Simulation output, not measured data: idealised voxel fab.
The process module that follows is named voxel air gaps.
Cross-section cut spans 260 nm and uses square cells 5 nm in size.
Cross-section, as written here: a square-cell grid given band by band from the top down, where a band holds one or more rows of cells.
Read a band's entry like this: the first values are the height of its top and the height of its bottom in nm, and what follows is the sequence of materials from left to right, each with its width in nm. Note that "air" is empty space, and that a single material marked "everywhere" reaches across the band from edge to edge.
Where do heights start? At 0: under that level the wafer as delivered is made of one material only. And the lowest band has no floor; it just carries on downward, as in "0 down".
Width: "30 to 40" (first number = top row, second number = bottom row, same change from row to row of cells).
It should be understood that the words "all unchanged", when stated for a given step, signify that the cross-section underwent no change in any of its cells during that step.
Each empty space that has no open way to the top and spans at least 8 cells appears under "Closed void entries" as width x height at distance, the distance counted from the left edge, all in nm.
Anything after a step's settings on that line? It's the simulator's own note about the step.
If you see "overlay nm" on a step's line and that step has a mask, it's telling you how far right of where it was planned the mask ended up; a negative number means it went left instead.

So here's the lineup of process steps we planned:
1: op RECEIVE | material Si
2: op CONFORMAL_DEP | material SiO2 | thk nm 10
3: op CONFORMAL_DEP | material SiCN | thk nm 5
4: op DIRECTIONAL_DEP | material lowk | thk nm 40
5: op DIRECTIONAL_DEP | material aC | thk nm 15
6: op PATTERN | tone open | mask id LINES | material resist | width nm 25 | pitch nm 50 | thk nm 35 | overlay nm 0
7: op DIRECTIONAL_ETCH | etch materials aC | depth nm 15
8: op STRIP | etch materials resist
9: op DIRECTIONAL_ETCH | etch materials lowk | depth nm 40
10: op STRIP | etch materials aC
11: op CONFORMAL_DEP | material TiN | thk nm 5
12: op FILL_DEP | material W | thk nm 5
13: op CMP | height nm 55
14: op EPI | material Ru | thk nm 10
15: op SELECTIVE_ETCH | etch materials lowk | depth nm 50
16: op CONFORMAL_DEP | material SiCN | thk nm 5

Received-state cross-section, reflecting completion of step 1:
* 0 down: Si everywhere
* Closed void entries: none

First of two wafers at the end of the module, shown in cross-section; run carried out as planned:
* 70 to 65: air 25 nm  SiCN 205 nm  air 30 nm
* 65 to 55: air 25 nm  SiCN 5 nm  Ru 45 nm  SiCN 5 nm  Ru 45 nm  SiCN 5 nm  Ru 45 nm  SiCN 5 nm  Ru 45 nm  SiCN 5 nm  air 30 nm
* 55 to 50: air 25 nm  SiCN 15 nm  TiN 5 nm  W 15 nm  TiN 5 nm  SiCN 25 nm  TiN 5 nm  W 15 nm  TiN 5 nm  SiCN 25 nm  TiN 5 nm  W 15 nm  TiN 5 nm  SiCN 25 nm  TiN 5 nm  W 15 nm  TiN 5 nm  SiCN 15 nm  air 30 nm
* 50 to 20: air 35 nm  SiCN 5 nm  TiN 5 nm  W 15 nm  TiN 5 nm  SiCN 5 nm  air 15 nm  SiCN 5 nm  TiN 5 nm  W 15 nm  TiN 5 nm  SiCN 5 nm  air 15 nm  SiCN 5 nm  TiN 5 nm  W 15 nm  TiN 5 nm  SiCN 5 nm  air 15 nm  SiCN 5 nm  TiN 5 nm  W 15 nm  TiN 5 nm  SiCN 5 nm  air 40 nm
* 20 to 15: SiCN 40 nm  TiN 25 nm  SiCN 25 nm  TiN 25 nm  SiCN 25 nm  TiN 25 nm  SiCN 25 nm  TiN 25 nm  SiCN 45 nm
* 15 to 10: SiCN everywhere
* 10 to 0: SiO2 everywhere
* 0 down: Si everywhere
* Closed void entries: 15 x 30 at 70; 15 x 30 at 120; 15 x 30 at 170

Wafer two (of two), end-of-module cross-section: start = wafer one, plan = wafer one, one run mistake:
* 70 to 65: air 25 nm  SiCN 205 nm  air 30 nm
* 65 to 55: air 25 nm  SiCN 5 nm  Ru 45 nm  SiCN 5 nm  Ru 45 nm  SiCN 5 nm  Ru 45 nm  SiCN 5 nm  Ru 45 nm  SiCN 5 nm  air 30 nm
* 55 to 50: air 25 nm  SiCN 15 nm  TiN 5 nm  W 15 nm  TiN 5 nm  SiCN 25 nm  TiN 5 nm  W 15 nm  TiN 5 nm  SiCN 25 nm  TiN 5 nm  W 15 nm  TiN 5 nm  SiCN 25 nm  TiN 5 nm  W 15 nm  TiN 5 nm  SiCN 15 nm  air 30 nm
* 50 to 20: air 35 nm  SiCN 5 nm  TiN 5 nm  W 15 nm  TiN 5 nm  SiCN 5 nm  air 15 nm  SiCN 5 nm  TiN 5 nm  W 15 nm  TiN 5 nm  SiCN 5 nm  air 15 nm  SiCN 5 nm  TiN 5 nm  W 15 nm  TiN 5 nm  SiCN 5 nm  air 15 nm  SiCN 5 nm  TiN 5 nm  W 15 nm  TiN 5 nm  SiCN 5 nm  air 40 nm
* 20 to 15: SiCN 40 nm  TiN 25 nm  SiCN 25 nm  TiN 25 nm  SiCN 25 nm  TiN 25 nm  SiCN 25 nm  TiN 25 nm  SiCN 45 nm
* 15 to 5: SiO2 everywhere
* 5 to 0: SiCN everywhere
* 0 down: Si everywhere
* Closed void entries: 15 x 30 at 70; 15 x 30 at 120; 15 x 30 at 170
Where did the run depart from the plan? steps 2 and 3 got flipped, so each one ran where the other should have
Cell counts per material: same on both final wafers. Positions: different.
